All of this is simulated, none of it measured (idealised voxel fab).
The following process module bears the name voxel gate over fins.
Xsec cut, 255 nm wide, square cell size 5 nm.
Cross-section spec: square-cell grid; bands listed top down; each band is one or more rows. Top, bottom (nm), then materials left to right with widths (nm); lone material tagged "full width" fills the whole band edge to edge; "blank" = empty space. Heights from 0 (as-received wafer is one material below). Bottom band endless downward, as "0 nm and below". Width "30..40": first value at the band's top row of cells, second value at its bottom row, equal change from row to row. "nothing got changed" -> step changed no cross-section cell. You'll see "closed voids" listing empty spaces that have no way open to the top, as long as they're 8 cells or more; the notation is width x height at distance, where the distance is from the left edge, and all of it is in nm. Note: text after step settings on the step line = simulator remark on that step. When a step includes a mask, the "overlay nm" setting on its line states how far to the right of its planned place that mask lay, and negative values state how far to the left.
So here's the lineup of process steps we planned:
1) op RECEIVE | material Si
2) op CONFORMAL_DEP | material SiN | thk nm 10
3) op MASKED_ETCH | tone cover | mask id FINS | width nm 15 | pitch nm 45 | etch materials SiN | depth nm 10 | overlay nm 0
4) op MASKED_ETCH | tone cover | mask id FINS | width nm 15 | pitch nm 45 | etch materials Si | depth nm 30 | overlay nm 0
5) op OXIDIZE | depth nm 5
6) op FILL_DEP | material SiO2 | thk nm 10
7) op CMP | height nm 10
8) op SELECTIVE_ETCH | etch materials SiO2 | depth nm 25
9) op STRIP | etch materials SiN
10) op CONFORMAL_DEP | material HfO2 | thk nm 5
11) op CONFORMAL_DEP | material TiN | thk nm 5
12) op FILL_DEP | material W | thk nm 15
13) op CMP | height nm 20
14) op CONFORMAL_DEP | material SiN | thk nm 10
First of two wafers: run as planned:
Cross-sectional view of the wafer in its as-received condition, corresponding to the state after step 1:
  0 nm and below  Si full width
  closed voids: none
After step 2: wafer cross-section:
  10 nm to 0 nm  SiN full width
  All layers under 0 are left as they were.
After step 3: wafer cross-section:
  10 nm to 0 nm  blank (95) / SiN (15) / blank (30) / SiN (15) / blank (100)
  All layers under 0 are left as they were.
After step 4: wafer cross-section:
  10 nm to 0 nm  blank (95) / SiN (15) / blank (30) / SiN (15) / blank (100)
  0 nm to -30 nm  blank (95) / Si (15) / blank (30) / Si (15) / blank (100)
  All layers under -30 are left as they were.
After step 5: wafer cross-section:
  10 nm to 0 nm  blank (95) / SiN (15) / blank (30) / SiN (15) / blank (100)
  0 nm to -30 nm  blank (95) / SiO2 (5) / Si (5) / SiO2 (5) / blank (30) / SiO2 (5) / Si (5) / SiO2 (5) / blank (100)
  -30 nm to -35 nm  SiO2 (100) / Si (5) / SiO2 (40) / Si (5) / SiO2 (105)
  All layers under -35 are left as they were.
After step 6: wafer cross-section:
  20 nm to 10 nm  SiO2 full width
  10 nm to 0 nm  SiO2 (95) / SiN (15) / SiO2 (30) / SiN (15) / SiO2 (100)
  0 nm to -35 nm  SiO2 (100) / Si (5) / SiO2 (40) / Si (5) / SiO2 (105)
  All layers under -35 are left as they were.
After step 7: wafer cross-section:
  10 nm to 0 nm  SiO2 (95) / SiN (15) / SiO2 (30) / SiN (15) / SiO2 (100)
  All layers under 0 are left as they were.
After step 8: wafer cross-section:
  10 nm to 0 nm  blank (95) / SiN (15) / blank (30) / SiN (15) / blank (100)
  0 nm to -15 nm  blank (100) / Si (5) / blank (40) / Si (5) / blank (105)
  All layers under -15 are left as they were.
After step 9: wafer cross-section:
  0 nm to -15 nm  blank (100) / Si (5) / blank (40) / Si (5) / blank (105)
  All layers under -15 are left as they were.
After step 10: wafer cross-section:
  5 nm to 0 nm  blank (95) / HfO2 (15) / blank (30) / HfO2 (15) / blank (100)
  0 nm to -10 nm  blank (95) / HfO2 (5) / Si (5) / HfO2 (5) / blank (30) / HfO2 (5) / Si (5) / HfO2 (5) / blank (100)
  -10 nm to -15 nm  HfO2 (100) / Si (5) / HfO2 (40) / Si (5) / HfO2 (105)
  All layers under -15 are left as they were.
After step 11: wafer cross-section:
  10 nm to 5 nm  blank (90) / TiN (25) / blank (20) / TiN (25) / blank (95)
  5 nm to 0 nm  blank (90) / TiN (5) / HfO2 (15) / TiN (5) / blank (20) / TiN (5) / HfO2 (15) / TiN (5) / blank (95)
  0 nm to -5 nm  blank (90) / TiN (5) / HfO2 (5) / Si (5) / HfO2 (5) / TiN (5) / blank (20) / TiN (5) / HfO2 (5) / Si (5) / HfO2 (5) / TiN (5) / blank (95)
  -5 nm to -10 nm  TiN (95) / HfO2 (5) / Si (5) / HfO2 (5) / TiN (30) / HfO2 (5) / Si (5) / HfO2 (5) / TiN (100)
  All layers under -10 are left as they were.
After step 12: wafer cross-section:
  25 nm to 10 nm  W full width
  10 nm to 5 nm  W (90) / TiN (25) / W (20) / TiN (25) / W (95)
  5 nm to 0 nm  W (90) / TiN (5) / HfO2 (15) / TiN (5) / W (20) / TiN (5) / HfO2 (15) / TiN (5) / W (95)
  0 nm to -5 nm  W (90) / TiN (5) / HfO2 (5) / Si (5) / HfO2 (5) / TiN (5) / W (20) / TiN (5) / HfO2 (5) / Si (5) / HfO2 (5) / TiN (5) / W (95)
  All layers under -5 are left as they were.
After step 13: wafer cross-section:
  20 nm to 10 nm  W full width
  All layers under 10 are left as they were.
After step 14: wafer cross-section:
  30 nm to 20 nm  SiN full width
  All layers under 20 are left as they were.
Now the other wafer: same start, same recipe, but we messed up one thing when running it. Up to and including step 2 it's the same as the first one:
What the second wafer looks like in cross-section when step 3 should have wrapped up:
  10 nm to 0 nm  SiN (95) / blank (15) / SiN (30) / blank (15) / SiN (100)
  All layers under 0 are left as they were.
What the second wafer looks like in cross-section when step 4 should have wrapped up: nothing got changed
What the second wafer looks like in cross-section when step 5 should have wrapped up:
  10 nm to 0 nm  SiN (95) / blank (15) / SiN (30) / blank (15) / SiN (100)
  0 nm to -5 nm  Si (90) / SiO2 (25) / Si (20) / SiO2 (25) / Si (95)
  All layers under -5 are left as they were.
What the second wafer looks like in cross-section when step 6 should have wrapped up:
  20 nm to 10 nm  SiO2 full width
  10 nm to 0 nm  SiN (95) / SiO2 (15) / SiN (30) / SiO2 (15) / SiN (100)
  All layers under 0 are left as they were.
What the second wafer looks like in cross-section when step 7 should have wrapped up:
  10 nm to 0 nm  SiN (95) / SiO2 (15) / SiN (30) / SiO2 (15) / SiN (100)
  All layers under 0 are left as they were.
What the second wafer looks like in cross-section when step 8 should have wrapped up:
  10 nm to 0 nm  SiN (95) / blank (15) / SiN (30) / blank (15) / SiN (100)
  0 nm to -5 nm  Si (90) / blank (25) / Si (20) / blank (25) / Si (95)
  All layers under -5 are left as they were.
What the second wafer looks like in cross-section when step 9 should have wrapped up:
  0 nm to -5 nm  Si (90) / blank (25) / Si (20) / blank (25) / Si (95)
  All layers under -5 are left as they were.
What the second wafer looks like in cross-section when step 10 should have wrapped up:
  5 nm to 0 nm  HfO2 (95) / blank (15) / HfO2 (30) / blank (15) / HfO2 (100)
  0 nm to -5 nm  Si (90) / HfO2 (25) / Si (20) / HfO2 (25) / Si (95)
  All layers under -5 are left as they were.
What the second wafer looks like in cross-section when step 11 should have wrapped up:
  10 nm to 5 nm  TiN (100) / blank (5) / TiN (40) / blank (5) / TiN (105)
  5 nm to 0 nm  HfO2 (95) / TiN (15) / HfO2 (30) / TiN (15) / HfO2 (100)
  All layers under 0 are left as they were.
What the second wafer looks like in cross-section when step 12 should have wrapped up:
  25 nm to 10 nm  W full width
  10 nm to 5 nm  TiN (100) / W (5) / TiN (40) / W (5) / TiN (105)
  All layers under 5 are left as they were.
What the second wafer looks like in cross-section when step 13 should have wrapped up:
  20 nm to 10 nm  W full width
  All layers under 10 are left as they were.
What the second wafer looks like in cross-section when step 14 should have wrapped up:
  30 nm to 20 nm  SiN full width
  All layers under 20 are left as they were.
Deviation from plan: contrary to plan, step 3 was performed as op MASKED_ETCH | tone open | mask id FINS | width nm 15 | pitch nm 45 | etch materials SiN | depth nm 10 | overlay nm 0
Upon completion, the second wafer contains, in terms of cells, a greater or smaller amount of certain materials than the first wafer: -8 HfO2, +333 Si, -196 SiO2, -8 TiN, -121 W
